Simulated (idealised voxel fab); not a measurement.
process module | voxel fin reveal
cross-section cut | 170 nm wide | cells 5 nm
A cross-section is a grid of square cells, given in bands from the top down. A band is one or more rows of cells.
Each band's line starts with the height of the band's top and of its bottom, in nm. Then come its materials from left to right, each with its width in nm. One material with "throughout" fills the band from edge to edge. "air" is empty space.
Height 0 is the level under which the wafer as received is all one material. The lowest band goes on downwards, as in "0 down".
A width such as "30 to 40" changes by the same amount from each row of cells to the next, from the band's top row to its bottom row.
"no change" after a step means that no cell of the cross-section changed.
closed voids: empty space of 8 cells or more with no open way to the top, each as width x height at its distance from the left edge, in nm
after a step's settings: what the simulator itself notes on the step
overlay nm, on a step with a mask: how far to the right of its planned place the mask lay; to the left if negative
plan
1 op RECEIVE | material Si
2 op CONFORMAL_DEP | material SiN | thk nm 5
3 op PATTERN | tone cover | mask id FINS | material resist | width nm 15 | pitch nm 40 | thk nm 20 | overlay nm 0
4 op DIRECTIONAL_ETCH | etch materials SiN | depth nm 5
5 op DIRECTIONAL_ETCH | etch materials Si | depth nm 35
6 op STRIP | etch materials resist
7 op FILL_DEP | material SiO2 | thk nm 15
8 op CMP | height nm 5
9 op SELECTIVE_ETCH | etch materials SiO2 | depth nm 20
10 op STRIP | etch materials SiN
first wafer, as planned
as received, after step 1
  0 down: Si throughout
  closed voids: none
after step 2
  5 to 0: SiN throughout
  below 0: unchanged
after step 3
  25 to 5: air 55 | resist 15 | air 25 | resist 15 | air 60
  below 5: unchanged
after step 4
  25 to 5: air 55 | resist 15 | air 25 | resist 15 | air 60
  5 to 0: air 55 | SiN 15 | air 25 | SiN 15 | air 60
  below 0: unchanged
after step 5
  25 to 5: air 55 | resist 15 | air 25 | resist 15 | air 60
  5 to 0: air 55 | SiN 15 | air 25 | SiN 15 | air 60
  0 to -35: air 55 | Si 15 | air 25 | Si 15 | air 60
  below -35: unchanged
after step 6
  5 to 0: air 55 | SiN 15 | air 25 | SiN 15 | air 60
  below 0: unchanged
after step 7
  20 to 5: SiO2 throughout
  5 to 0: SiO2 55 | SiN 15 | SiO2 25 | SiN 15 | SiO2 60
  0 to -35: SiO2 55 | Si 15 | SiO2 25 | Si 15 | SiO2 60
  below -35: unchanged
after step 8
  5 to 0: SiO2 55 | SiN 15 | SiO2 25 | SiN 15 | SiO2 60
  below 0: unchanged
after step 9
  5 to 0: air 55 | SiN 15 | air 25 | SiN 15 | air 60
  0 to -15: air 55 | Si 15 | air 25 | Si 15 | air 60
  below -15: unchanged
after step 10
  0 to -15: air 55 | Si 15 | air 25 | Si 15 | air 60
  below -15: unchanged
second wafer: like start, like plan, one mistake. Through step 2 it matches the first wafer
when step 3 should have ended
  25 to 5: air 50 | resist 25 | air 15 | resist 25 | air 55
  below 5: unchanged
when step 4 should have ended
  25 to 5: air 50 | resist 25 | air 15 | resist 25 | air 55
  5 to 0: air 50 | SiN 25 | air 15 | SiN 25 | air 55
  below 0: unchanged
when step 5 should have ended
  25 to 5: air 50 | resist 25 | air 15 | resist 25 | air 55
  5 to 0: air 50 | SiN 25 | air 15 | SiN 25 | air 55
  0 to -35: air 50 | Si 25 | air 15 | Si 25 | air 55
  below -35: unchanged
when step 6 should have ended
  5 to 0: air 50 | SiN 25 | air 15 | SiN 25 | air 55
  below 0: unchanged
when step 7 should have ended
  20 to 5: SiO2 throughout
  5 to 0: SiO2 50 | SiN 25 | SiO2 15 | SiN 25 | SiO2 55
  0 to -35: SiO2 50 | Si 25 | SiO2 15 | Si 25 | SiO2 55
  below -35: unchanged
when step 8 should have ended
  5 to 0: SiO2 50 | SiN 25 | SiO2 15 | SiN 25 | SiO2 55
  below 0: unchanged
when step 9 should have ended
  5 to 0: air 50 | SiN 25 | air 15 | SiN 25 | air 55
  0 to -15: air 50 | Si 25 | air 15 | Si 25 | air 55
  below -15: unchanged
when step 10 should have ended
  0 to -15: air 50 | Si 25 | air 15 | Si 25 | air 55
  below -15: unchanged
what went wrong: step 3 ran as: op PATTERN | tone cover | mask id FINS | material resist | width nm 25 | pitch nm 40 | thk nm 20 | overlay nm 0
at the end the second wafer has, in cells: 28 more of Si | 16 fewer of SiO2
